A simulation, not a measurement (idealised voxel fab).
process module | voxel capacitor over wiring
cross-section cut | 265 nm wide | cells 5 nm
A cross-section is a grid of square cells, given in bands from the top down. A band is one or more rows of cells.
Each band's line starts with the height of the band's top and of its bottom, in nm. Then come its materials from left to right, each with its width in nm. One material with "throughout" fills the band from edge to edge. "air" is empty space.
Height 0 is the level under which the wafer as received is all one material. The lowest band goes on downwards, as in "0 down".
A width such as "30 to 40" changes by the same amount from each row of cells to the next, from the band's top row to its bottom row.
"no change" after a step means that no cell of the cross-section changed.
closed voids: empty space of 8 cells or more with no open way to the top, each as width x height at its distance from the left edge, in nm
after a step's settings: what the simulator itself notes on the step
overlay nm, on a step with a mask: how far to the right of its planned place the mask lay; to the left if negative
plan
1 op RECEIVE | material Si
2 op CONFORMAL_DEP | material SiO2 | thk nm 15
3 op CONFORMAL_DEP | material SiN | thk nm 5
4 op DIRECTIONAL_DEP | material SiO2 | thk nm 20
5 op PATTERN | tone open | mask id METAL_1 | material resist | width nm 30 | pitch nm 80 | thk nm 15 | overlay nm 0
6 op DIRECTIONAL_ETCH | etch materials SiO2 | depth nm 20
7 op DIRECTIONAL_ETCH | etch materials SiN | depth nm 5
8 op STRIP | etch materials resist
9 op CONFORMAL_DEP | material TiN | thk nm 5
10 op FILL_DEP | material Ru | thk nm 5
11 op CMP | height nm 40
12 op EPI | material Ru | thk nm 5
13 op FILL_DEP | material SiCN | thk nm 5
14 op DIRECTIONAL_DEP | material SiO2 | thk nm 20
15 op MASKED_ETCH | tone open | mask id PLUG_1 | width nm 15 | etch materials SiO2 | depth nm 20 | overlay nm 0
16 op MASKED_ETCH | tone open | mask id PLUG_1 | width nm 15 | etch materials SiCN | depth nm 5 | overlay nm 0
17 op EPI | material Ru | thk nm 10
18 op EPI | material Ru | thk nm 10
19 op EPI | material Ru | thk nm 5
20 op DIRECTIONAL_DEP | material TiN | thk nm 10
21 op DIRECTIONAL_DEP | material Al2O3 | thk nm 5
22 op DIRECTIONAL_DEP | material TiN | thk nm 10
23 op DIRECTIONAL_DEP | material aC | thk nm 15
24 op PATTERN | tone cover | mask id UPPER_PLATE | material resist | width nm 55 | thk nm 30 | overlay nm 0
25 op DIRECTIONAL_ETCH | etch materials aC | depth nm 15
26 op STRIP | etch materials resist
27 op DIRECTIONAL_ETCH | etch materials TiN | depth nm 10
28 op DIRECTIONAL_ETCH | etch materials Al2O3 | depth nm 5
29 op STRIP | etch materials aC
30 op MASKED_ETCH | tone cover | mask id LOWER_PLATE | width nm 65 | etch materials TiN | depth nm 10 | overlay nm 0
31 op FILL_DEP | material SiO2 | thk nm 15
32 op CMP | height nm 105
33 op DIRECTIONAL_DEP | material aC | thk nm 10
34 op PATTERN | tone open | mask id PLUG_2 | material resist | width nm 15 | thk nm 30 | overlay nm 0
35 op DIRECTIONAL_ETCH | etch materials aC | depth nm 10
36 op STRIP | etch materials resist
37 op DIRECTIONAL_ETCH | etch materials SiO2 | depth nm 10
38 op STRIP | etch materials aC
39 op CONFORMAL_DEP | material TiN | thk nm 5
40 op FILL_DEP | material Cu | thk nm 5
41 op CMP | height nm 105
42 op CONFORMAL_DEP | material SiCN | thk nm 5
as received, after step 1
  0 down: Si throughout
  closed voids: none
first wafer at the end, as planned
  110 to 105: SiCN throughout
  105 to 100: SiO2 100 | TiN 5 | Cu 5 | TiN 5 | SiO2 150
  100 to 95: SiO2 100 | TiN 15 | SiO2 150
  95 to 85: SiO2 90 | TiN 55 | SiO2 120
  85 to 80: SiO2 90 | Al2O3 55 | SiO2 120
  80 to 70: SiO2 85 | TiN 65 | SiO2 115
  70 to 50: SiO2 90 | Ru 15 | SiO2 160
  50 to 45: SiCN 90 | Ru 15 | SiCN 160
  45 to 40: SiCN 70 | Ru 40 | SiCN 40 | Ru 40 | SiCN 75
  40 to 20: SiO2 75 | TiN 5 | Ru 20 | TiN 5 | SiO2 50 | TiN 5 | Ru 20 | TiN 5 | SiO2 80
  20 to 15: SiN 75 | TiN 30 | SiN 50 | TiN 30 | SiN 80
  15 to 0: SiO2 throughout
  0 down: Si throughout
  closed voids: none
second wafer at the end: like start, like plan, one mistake
  110 to 105: SiCN throughout
  105 to 100: SiO2 100 | TiN 5 | Cu 5 | TiN 5 | SiO2 150
  100 to 95: SiO2 100 | TiN 15 | SiO2 150
  95 to 85: SiO2 90 | TiN 55 | SiO2 120
  85 to 80: SiO2 90 | Al2O3 55 | SiO2 120
  80 to 70: SiO2 85 | TiN 65 | SiO2 115
  70 to 50: SiO2 80 | Ru 15 | SiO2 170
  50 to 45: SiCN 90 | Ru 5 | SiCN 170
  45 to 40: SiCN 70 | Ru 40 | SiCN 40 | Ru 40 | SiCN 75
  40 to 20: SiO2 75 | TiN 5 | Ru 20 | TiN 5 | SiO2 50 | TiN 5 | Ru 20 | TiN 5 | SiO2 80
  20 to 15: SiN 75 | TiN 30 | SiN 50 | TiN 30 | SiN 80
  15 to 0: SiO2 throughout
  0 down: Si throughout
  closed voids: none
what went wrong: step 15 ran as: op MASKED_ETCH | tone open | mask id PLUG_1 | width nm 15 | etch materials SiO2 | depth nm 20 | overlay nm -10
at the end the second wafer has, in cells: 2 fewer of Ru | 2 more of SiCN
